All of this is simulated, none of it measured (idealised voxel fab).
process module | voxel gate over fins
Each square cell in cross-section cut measures 5 nm, and the section as a whole is 235 nm wide.
Cross-section format: a grid of square cells, given as bands from top to bottom; each band is one or more rows of cells. Heights first: top, then bottom, in nm. Then materials, left to right, each with a width in nm. "all across" on a single material: fills the band edge to edge. "empty": empty space. Beneath 0, the wafer as received is one material, and that level is where height counting begins. The lowest band goes on downward without a bottom; it is written like "from 0 down". Width "30..40": first value at the band's top row of cells, second value at its bottom row, equal change from row to row. When a step is marked "left unchanged", none of the cells in the cross-section changed during that step. The list in "Voids, sealed" covers empty spaces of 8 cells or more that cannot reach the top through any open way, and it gives each as width x height at distance; the distance is from the left edge, and width, height and distance are in nm. Heads up: the bit after the settings on a step's line is the simulator's remark on that step. "overlay nm" answers the question of how far to the right of plan the mask lay on a step that has a mask, and when it is negative the answer is to the left. Pairs follow: section before one process step, section after it down to the lowest changed band, step with settings underneath. Pairs may come from different runs of this module on the same starting wafer; continuity with the pair above only as stated in the "Pre-step profile" entry.
Pre-step profile
	from 20 to 15 = empty: 65  TiN: 85  empty: 85
	from 15 to 10 = empty: 65  TiN: 5  TiAl: 35  TiN: 5  TiAl: 35  TiN: 5  empty: 85
	from 10 to 5 = TiN: 70  TiAl: 5  TiN: 25  TiAl: 5  TiN: 5  TiAl: 5  TiN: 25  TiAl: 5  TiN: 90
	from 5 to 0 = TiAl: 75  TiN: 5  HfO2: 15  TiN: 5  TiAl: 15  TiN: 5  HfO2: 15  TiN: 5  TiAl: 95
	from 0 to -5 = TiN: 80  HfO2: 5  Si: 5  HfO2: 5  TiN: 25  HfO2: 5  Si: 5  HfO2: 5  TiN: 100
	from -5 to -10 = HfO2: 85  Si: 5  HfO2: 35  Si: 5  HfO2: 105
	from -10 to -40 = SiO2: 85  Si: 5  SiO2: 35  Si: 5  SiO2: 105
	from -40 down = Si all across
	Voids, sealed: none
Section, Post-Step
	from 30 to 20 = W all across
	from 20 to 15 = W: 65  TiN: 85  W: 85
	from 15 to 10 = W: 65  TiN: 5  TiAl: 35  TiN: 5  TiAl: 35  TiN: 5  W: 85
	Heights below 10 show no change.
	Voids, sealed: none
Between the two cross-sections shown above lies FILL_DEP | material W | thk nm 10
Pre-step profile: nothing new to draw here, it's the after view of the pair just above.
Section, Post-Step
	from 25 to 20 = W all across
	Heights below 20 show no change.
	Voids, sealed: none
Between the two cross-sections shown above lies CMP | height nm 25
Pre-step profile: nothing new to draw here, it's the after view of the pair just above.
Section, Post-Step
	from 30 to 25 = SiCN all across
	Heights below 25 show no change.
	Voids, sealed: none
Between the two cross-sections shown above lies CONFORMAL_DEP | material SiCN | thk nm 5
Pre-step profile
	from 5 to 0 = empty: 90  SiN: 15  empty: 25  SiN: 15  empty: 90
	from 0 to -10 = empty: 95  Si: 5  empty: 35  Si: 5  empty: 95
	from -10 to -40 = SiO2: 95  Si: 5  SiO2: 35  Si: 5  SiO2: 95
	from -40 down = Si all across
	Voids, sealed: none
Section, Post-Step
	from 5 to 0 = empty: 90  SiN: 15  empty: 25  SiN: 15  empty: 90
	from 0 to -40 = empty: 95  Si: 5  empty: 35  Si: 5  empty: 95
	Heights below -40 show no change.
	Voids, sealed: none
Between the two cross-sections shown above lies STRIP | etch materials SiO2
Pre-step profile: nothing new to draw here, it's the after view of the pair just above.
Section, Post-Step
	from 10 to 5 = empty: 85  HfO2: 25  empty: 15  HfO2: 25  empty: 85
	from 5 to 0 = empty: 85  HfO2: 5  SiN: 15  HfO2: 5  empty: 15  HfO2: 5  SiN: 15  HfO2: 5  empty: 85
	from 0 to -5 = empty: 85  HfO2: 10  Si: 5  HfO2: 10  empty: 15  HfO2: 10  Si: 5  HfO2: 10  empty: 85
	from -5 to -35 = empty: 90  HfO2: 5  Si: 5  HfO2: 5  empty: 25  HfO2: 5  Si: 5  HfO2: 5  empty: 90
	from -35 to -40 = HfO2: 95  Si: 5  HfO2: 35  Si: 5  HfO2: 95
	Heights below -40 show no change.
	Voids, sealed: none
Between the two cross-sections shown above lies CONFORMAL_DEP | material HfO2 | thk nm 5
Pre-step profile: nothing new to draw here, it's the after view of the pair just above.
Section, Post-Step
	from 15 to 10 = empty: 80  TiN: 35  empty: 5  TiN: 35  empty: 80
	from 10 to 5 = empty: 80  TiN: 5  HfO2: 25  TiN: 5  empty: 5  TiN: 5  HfO2: 25  TiN: 5  empty: 80
	from 5 to 0 = empty: 80  TiN: 5  HfO2: 5  SiN: 15  HfO2: 5  TiN: 5  empty: 5  TiN: 5  HfO2: 5  SiN: 15  HfO2: 5  TiN: 5  empty: 80
	from 0 to -10 = empty: 80  TiN: 5..10  HfO2: 10..5  Si: 5  HfO2: 10..5  TiN: 5..10  empty: 5  TiN: 5..10  HfO2: 10..5  Si: 5  HfO2: 10..5  TiN: 5..10  empty: 80
	from -10 to -30 = empty: 85  TiN: 5  HfO2: 5  Si: 5  HfO2: 5  TiN: 5  empty: 15  TiN: 5  HfO2: 5  Si: 5  HfO2: 5  TiN: 5  empty: 85
	from -30 to -35 = TiN: 90  HfO2: 5  Si: 5  HfO2: 5  TiN: 25  HfO2: 5  Si: 5  HfO2: 5  TiN: 90
	Heights below -35 show no change.
	Voids, sealed: none
Between the two cross-sections shown above lies CONFORMAL_DEP | material TiN | thk nm 5
Pre-step profile: nothing new to draw here, it's the after view of the pair just above.
Section, Post-Step
	from 20 to 15 = empty: 75  TiAl: 85  empty: 75
	from 15 to 10 = empty: 75  TiAl: 5  TiN: 35  TiAl: 5  TiN: 35  TiAl: 5  empty: 75
	from 10 to 5 = empty: 75  TiAl: 5  TiN: 5  HfO2: 25  TiN: 5  TiAl: 5  TiN: 5  HfO2: 25  TiN: 5  TiAl: 5  empty: 75
	from 5 to 0 = empty: 75  TiAl: 5  TiN: 5  HfO2: 5  SiN: 15  HfO2: 5  TiN: 5  TiAl: 5  TiN: 5  HfO2: 5  SiN: 15  HfO2: 5  TiN: 5  TiAl: 5  empty: 75
	from 0 to -10 = empty: 75  TiAl: 5  TiN: 5..10  HfO2: 10..5  Si: 5  HfO2: 10..5  TiN: 5..10  TiAl: 5  TiN: 5..10  HfO2: 10..5  Si: 5  HfO2: 10..5  TiN: 5..10  TiAl: 5  empty: 75
	from -10 to -15 = empty: 75  TiAl: 10  TiN: 5  HfO2: 5  Si: 5  HfO2: 5  TiN: 5  TiAl: 15  TiN: 5  HfO2: 5  Si: 5  HfO2: 5  TiN: 5  TiAl: 10  empty: 75
	from -15 to -25 = empty: 80  TiAl: 5  TiN: 5  HfO2: 5  Si: 5  HfO2: 5  TiN: 5  TiAl: 5  empty: 5  TiAl: 5  TiN: 5  HfO2: 5  Si: 5  HfO2: 5  TiN: 5  TiAl: 5  empty: 80
	from -25 to -30 = TiAl: 85  TiN: 5  HfO2: 5  Si: 5  HfO2: 5  TiN: 5  TiAl: 15  TiN: 5  HfO2: 5  Si: 5  HfO2: 5  TiN: 5  TiAl: 85
	Heights below -30 show no change.
	Voids, sealed: none
Between the two cross-sections shown above lies CONFORMAL_DEP | material TiAl | thk nm 5
Pre-step profile: nothing new to draw here, it's the after view of the pair just above.
Section, Post-Step
	from 25 to 20 = empty: 70  TiN: 95  empty: 70
	from 20 to 15 = empty: 70  TiN: 5  TiAl: 85  TiN: 5  empty: 70
	from 15 to 10 = empty: 70  TiN: 5  TiAl: 5  TiN: 35  TiAl: 5  TiN: 35  TiAl: 5  TiN: 5  empty: 70
	from 10 to 5 = empty: 70  TiN: 5  TiAl: 5  TiN: 5  HfO2: 25  TiN: 5  TiAl: 5  TiN: 5  HfO2: 25  TiN: 5  TiAl: 5  TiN: 5  empty: 70
	from 5 to 0 = empty: 70  TiN: 5  TiAl: 5  TiN: 5  HfO2: 5  SiN: 15  HfO2: 5  TiN: 5  TiAl: 5  TiN: 5  HfO2: 5  SiN: 15  HfO2: 5  TiN: 5  TiAl: 5  TiN: 5  empty: 70
	from 0 to -10 = empty: 70  TiN: 5  TiAl: 5  TiN: 5..10  HfO2: 10..5  Si: 5  HfO2: 10..5  TiN: 5..10  TiAl: 5  TiN: 5..10  HfO2: 10..5  Si: 5  HfO2: 10..5  TiN: 5..10  TiAl: 5  TiN: 5  empty: 70
	from -10 to -15 = empty: 70  TiN: 5  TiAl: 10  TiN: 5  HfO2: 5  Si: 5  HfO2: 5  TiN: 5  TiAl: 15  TiN: 5  HfO2: 5  Si: 5  HfO2: 5  TiN: 5  TiAl: 10  TiN: 5  empty: 70
	from -15 to -20 = empty: 70  TiN: 10  TiAl: 5  TiN: 5  HfO2: 5  Si: 5  HfO2: 5  TiN: 5  TiAl: 5  empty: 5  TiAl: 5  TiN: 5  HfO2: 5  Si: 5  HfO2: 5  TiN: 5  TiAl: 5  TiN: 10  empty: 70
	from -20 to -25 = TiN: 80  TiAl: 5  TiN: 5  HfO2: 5  Si: 5  HfO2: 5  TiN: 5  TiAl: 5  empty: 5  TiAl: 5  TiN: 5  HfO2: 5  Si: 5  HfO2: 5  TiN: 5  TiAl: 5  TiN: 80
	Heights below -25 show no change.
	Voids, sealed: none
Between the two cross-sections shown above lies CONFORMAL_DEP | material TiN | thk nm 5
Pre-step profile: nothing new to draw here, it's the after view of the pair just above.
Section, Post-Step
	from 35 to 25 = W all across
	from 25 to 20 = W: 70  TiN: 95  W: 70
	from 20 to 15 = W: 70  TiN: 5  TiAl: 85  TiN: 5  W: 70
	from 15 to 10 = W: 70  TiN: 5  TiAl: 5  TiN: 35  TiAl: 5  TiN: 35  TiAl: 5  TiN: 5  W: 70
	from 10 to 5 = W: 70  TiN: 5  TiAl: 5  TiN: 5  HfO2: 25  TiN: 5  TiAl: 5  TiN: 5  HfO2: 25  TiN: 5  TiAl: 5  TiN: 5  W: 70
	from 5 to 0 = W: 70  TiN: 5  TiAl: 5  TiN: 5  HfO2: 5  SiN: 15  HfO2: 5  TiN: 5  TiAl: 5  TiN: 5  HfO2: 5  SiN: 15  HfO2: 5  TiN: 5  TiAl: 5  TiN: 5  W: 70
	from 0 to -10 = W: 70  TiN: 5  TiAl: 5  TiN: 5..10  HfO2: 10..5  Si: 5  HfO2: 10..5  TiN: 5..10  TiAl: 5  TiN: 5..10  HfO2: 10..5  Si: 5  HfO2: 10..5  TiN: 5..10  TiAl: 5  TiN: 5  W: 70
	from -10 to -15 = W: 70  TiN: 5  TiAl: 10  TiN: 5  HfO2: 5  Si: 5  HfO2: 5  TiN: 5  TiAl: 15  TiN: 5  HfO2: 5  Si: 5  HfO2: 5  TiN: 5  TiAl: 10  TiN: 5  W: 70
	from -15 to -20 = W: 70  TiN: 10  TiAl: 5  TiN: 5  HfO2: 5  Si: 5  HfO2: 5  TiN: 5  TiAl: 5  empty: 5  TiAl: 5  TiN: 5  HfO2: 5  Si: 5  HfO2: 5  TiN: 5  TiAl: 5  TiN: 10  W: 70
	Heights below -20 show no change.
	Voids, sealed: none
Between the two cross-sections shown above lies FILL_DEP | material W | thk nm 10
Pre-step profile: nothing new to draw here, it's the after view of the pair just above.
Section, Post-Step
	from 25 to 20 = W: 70  TiN: 95  W: 70
	Heights below 20 show no change.
	Voids, sealed: none
Between the two cross-sections shown above lies CMP | height nm 25
Pre-step profile: nothing new to draw here, it's the after view of the pair just above.
Section, Post-Step
	from 30 to 25 = SiCN all across
	Heights below 25 show no change.
	Voids, sealed: none
Between the two cross-sections shown above lies CONFORMAL_DEP | material SiCN | thk nm 5
Pre-step profile
	from 5 to 0 = SiN all across
	from 0 down = Si all across
	Voids, sealed: none
Section, Post-Step
	from 20 to 5 = resist: 90  empty: 15  resist: 25  empty: 15  resist: 90
	Heights below 5 show no change.
	Voids, sealed: none
Between the two cross-sections shown above lies PATTERN | tone open | mask id FINS | material resist | width nm 15 | pitch nm 40 | thk nm 15 | overlay nm 0
Pre-step profile: nothing new to draw here, it's the after view of the pair just above.
Section, Post-Step
	from 20 to 5 = resist: 90  empty: 15  resist: 25  empty: 15  resist: 90
	from 5 to 0 = SiN: 90  empty: 15  SiN: 25  empty: 15  SiN: 90
	Heights below 0 show no change.
	Voids, sealed: none
Between the two cross-sections shown above lies DIRECTIONAL_ETCH | etch materials SiN | depth nm 5
Pre-step profile: nothing new to draw here, it's the after view of the pair just above.
Section, Post-Step
	from 20 to 5 = resist: 90  empty: 15  resist: 25  empty: 15  resist: 90
	from 5 to 0 = SiN: 90  empty: 15  SiN: 25  empty: 15  SiN: 90
	from 0 to -35 = Si: 90  empty: 15  Si: 25  empty: 15  Si: 90
	Heights below -35 show no change.
	Voids, sealed: none
Between the two cross-sections shown above lies DIRECTIONAL_ETCH | etch materials Si | depth nm 35
Pre-step profile: nothing new to draw here, it's the after view of the pair just above.
Section, Post-Step
	from 5 to 0 = SiN: 90  empty: 15  SiN: 25  empty: 15  SiN: 90
	Heights below 0 show no change.
	Voids, sealed: none
Between the two cross-sections shown above lies STRIP | etch materials resist
Pre-step profile: nothing new to draw here, it's the after view of the pair just above.
Section, Post-Step
	from 5 to 0 = SiN: 90  empty: 15  SiN: 25  empty: 15  SiN: 90
	from 0 to -35 = Si: 85  SiO2: 5  empty: 15  SiO2: 5  Si: 15  SiO2: 5  empty: 15  SiO2: 5  Si: 85
	from -35 to -40 = Si: 85  SiO2: 25  Si: 15  SiO2: 25  Si: 85
	Heights below -40 show no change.
	Voids, sealed: none
Between the two cross-sections shown above lies OXIDIZE | depth nm 5
Pre-step profile: nothing new to draw here, it's the after view of the pair just above.
Section, Post-Step
	from 15 to 5 = SiO2 all across
	from 5 to 0 = SiN: 90  SiO2: 15  SiN: 25  SiO2: 15  SiN: 90
	from 0 to -40 = Si: 85  SiO2: 25  Si: 15  SiO2: 25  Si: 85
	Heights below -40 show no change.
	Voids, sealed: none
Between the two cross-sections shown above lies FILL_DEP | material SiO2 | thk nm 10
Pre-step profile: nothing new to draw here, it's the after view of the pair just above.
Section, Post-Step
	from 5 to 0 = SiN: 90  SiO2: 15  SiN: 25  SiO2: 15  SiN: 90
	Heights below 0 show no change.
	Voids, sealed: none
Between the two cross-sections shown above lies CMP | height nm 5
Pre-step profile: nothing new to draw here, it's the after view of the pair just above.
Section, Post-Step
	from 5 to 0 = SiN: 90  empty: 15  SiN: 25  empty: 15  SiN: 90
	from 0 to -10 = Si: 85  empty: 25  Si: 15  empty: 25  Si: 85
	Heights below -10 show no change.
	Voids, sealed: none
Between the two cross-sections shown above lies SELECTIVE_ETCH | etch materials SiO2 | depth nm 15
Pre-step profile: nothing new to draw here, it's the after view of the pair just above.
Section, Post-Step
	from 0 to -10 = Si: 85  empty: 25  Si: 15  empty: 25  Si: 85
	Heights below -10 show no change.
	Voids, sealed: none
Between the two cross-sections shown above lies STRIP | etch materials SiN
Pre-step profile: nothing new to draw here, it's the after view of the pair just above.
Section, Post-Step
	from 5 to 0 = HfO2: 90  empty: 15  HfO2: 25  empty: 15  HfO2: 90
	from 0 to -5 = Si: 85  HfO2: 5  empty: 15  HfO2: 5  Si: 15  HfO2: 5  empty: 15  HfO2: 5  Si: 85
	from -5 to -10 = Si: 85  HfO2: 25  Si: 15  HfO2: 25  Si: 85
	Heights below -10 show no change.
	Voids, sealed: none
Between the two cross-sections shown above lies CONFORMAL_DEP | material HfO2 | thk nm 5
Pre-step profile: nothing new to draw here, it's the after view of the pair just above.
Section, Post-Step
	from 10 to 5 = TiN: 95  empty: 5  TiN: 35  empty: 5  TiN: 95
	from 5 to 0 = HfO2: 90  TiN: 5  empty: 5  TiN: 5  HfO2: 25  TiN: 5  empty: 5  TiN: 5  HfO2: 90
	from 0 to -5 = Si: 85  HfO2: 5  TiN: 15  HfO2: 5  Si: 15  HfO2: 5  TiN: 15  HfO2: 5  Si: 85
	Heights below -5 show no change.
	Voids, sealed: none
Between the two cross-sections shown above lies CONFORMAL_DEP | material TiN | thk nm 5
Pre-step profile: nothing new to draw here, it's the after view of the pair just above.
Section, Post-Step
	from 15 to 10 = TiAl all across
	from 10 to 5 = TiN: 95  TiAl: 5  TiN: 35  TiAl: 5  TiN: 95
	from 5 to 0 = HfO2: 90  TiN: 5  TiAl: 5  TiN: 5  HfO2: 25  TiN: 5  TiAl: 5  TiN: 5  HfO2: 90
	Heights below 0 show no change.
	Voids, sealed: none
Between the two cross-sections shown above lies CONFORMAL_DEP | material TiAl | thk nm 5
Pre-step profile: nothing new to draw here, it's the after view of the pair just above.
Section, Post-Step
	from 20 to 15 = TiN all across
	Heights below 15 show no change.
	Voids, sealed: none
Between the two cross-sections shown above lies CONFORMAL_DEP | material TiN | thk nm 5
Pre-step profile: nothing new to draw here, it's the after view of the pair just above.
Section, Post-Step
	from 30 to 20 = W all across
	Heights below 20 show no change.
	Voids, sealed: none
Between the two cross-sections shown above lies FILL_DEP | material W | thk nm 10
Pre-step profile: nothing new to draw here, it's the after view of the pair just above.
Section, Post-Step
	from 25 to 20 = W all across
	Heights below 20 show no change.
	Voids, sealed: none
Between the two cross-sections shown above lies CMP | height nm 25
Pre-step profile: nothing new to draw here, it's the after view of the pair just above.
Section, Post-Step
	from 30 to 25 = SiCN all across
	Heights below 25 show no change.
	Voids, sealed: none
Between the two cross-sections shown above lies CONFORMAL_DEP | material SiCN | thk nm 5
